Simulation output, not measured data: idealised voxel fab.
Name of the process module below: voxel gate over fins
The figure presents cross-section cut, which has a width of 155 nm and is divided into square cells with an edge length of 5 nm.
Cross-section layout: square cells on a grid; listed as bands, top to bottom; a band spans one or more cell rows. Top, bottom (nm), then materials left to right with widths (nm); lone material tagged "full width" fills the whole band edge to edge; "air" = empty space. We count height from 0. Below that, the starting wafer is all one material. The lowest band never ends at the bottom but goes on down; see "0 down" for how that is written. The two numbers in a width such as "30 to 40" mark its ends across the band: the first belongs to the top row of cells, the second to the bottom row, and from each row to the next the width moves by the same amount. "remained unchanged" for a step: no cell of the cross-section changed in that step. The entry titled "Tabulated closed voids" provides the empty spaces that have no open way to the top, restricted to those of 8 cells or more. Each is presented as width x height at distance, the distance being measured from the left edge, with all three in nm. Read whatever lies past the settings on a step's line as the simulator's own remark about the step. On any step carrying a mask, the "overlay nm" setting, if present on the step's line, tells how far right of its planned place the mask lay; negative values point to the left.
**Steps planned for the process**
1: RECEIVE, material Si
2: CONFORMAL_DEP, material SiN, thk nm 10
3: DIRECTIONAL_DEP, material aC, thk nm 15
4: PATTERN, tone cover, mask id FINS, material resist, width nm 15, pitch nm 50, thk nm 35, overlay nm 0
5: DIRECTIONAL_ETCH, etch materials aC, depth nm 15
6: STRIP, etch materials resist
7: DIRECTIONAL_ETCH, etch materials SiN, depth nm 10
8: DIRECTIONAL_ETCH, etch materials Si, depth nm 35
9: STRIP, etch materials aC
10: FILL_DEP, material SiO2, thk nm 5
11: CMP, height nm 10
12: DIRECTIONAL_DEP, material aC, thk nm 10
13: PATTERN, tone open, mask id RAIL, material resist, width nm 15, thk nm 30, overlay nm 0
14: DIRECTIONAL_ETCH, etch materials aC, depth nm 10
15: STRIP, etch materials resist
16: DIRECTIONAL_ETCH, etch materials SiO2, depth nm 40
17: STRIP, etch materials aC
18: CONFORMAL_DEP, material TiN, thk nm 5
19: FILL_DEP, material W, thk nm 5
20: CMP, height nm 10
21: SELECTIVE_ETCH, etch materials W Ru TiN, depth nm 25
22: FILL_DEP, material SiO2, thk nm 5
23: CMP, height nm 10
24: SELECTIVE_ETCH, etch materials SiO2, depth nm 20
25: STRIP, etch materials SiN
26: CONFORMAL_DEP, material HfO2, thk nm 5
27: CONFORMAL_DEP, material TiN, thk nm 5
28: FILL_DEP, material W, thk nm 15
29: CMP, height nm 20
30: CONFORMAL_DEP, material SiN, thk nm 10
**The cross-section here shows the wafer as received, i.e. in its state after step 1**
* 0 down | Si full width
* Tabulated closed voids: none
**Module complete, cross-section. Starting point and plan per above. One mistake made in running the module**
* 30 to 20 | SiN full width
* 20 to 10 | W full width
* 10 to 5 | W=10  HfO2=35  W=15  HfO2=35  W=15  HfO2=35  W=10
* 5 to 0 | W=10  HfO2=5  TiN=25  HfO2=5  W=15  HfO2=5  TiN=25  HfO2=5  W=15  HfO2=5  TiN=25  HfO2=5  W=10
* 0 to -5 | HfO2=15  TiN=5  Si=15  TiN=5  HfO2=25  TiN=5  Si=15  TiN=5  HfO2=25  TiN=5  Si=15  TiN=5  HfO2=15
* -5 to -10 | TiN=20  Si=15  TiN=35  Si=15  TiN=35  Si=15  TiN=20
* -10 to -15 | SiO2=20  Si=15  SiO2=35  Si=15  SiO2=35  Si=15  SiO2=20
* -15 to -25 | SiO2=20  Si=15  SiO2=10  TiN=5  W=5  TiN=5  SiO2=10  Si=15  SiO2=35  Si=15  SiO2=20
* -25 to -30 | SiO2=20  Si=15  SiO2=10  TiN=15  SiO2=10  Si=15  SiO2=35  Si=15  SiO2=20
* -30 to -35 | SiO2=20  Si=15  SiO2=35  Si=15  SiO2=35  Si=15  SiO2=20
* -35 down | Si full width
* Tabulated closed voids: none
The mistake made against the process plan was this: contrary to the plan, steps 26 and 27 were processed in exchanged order
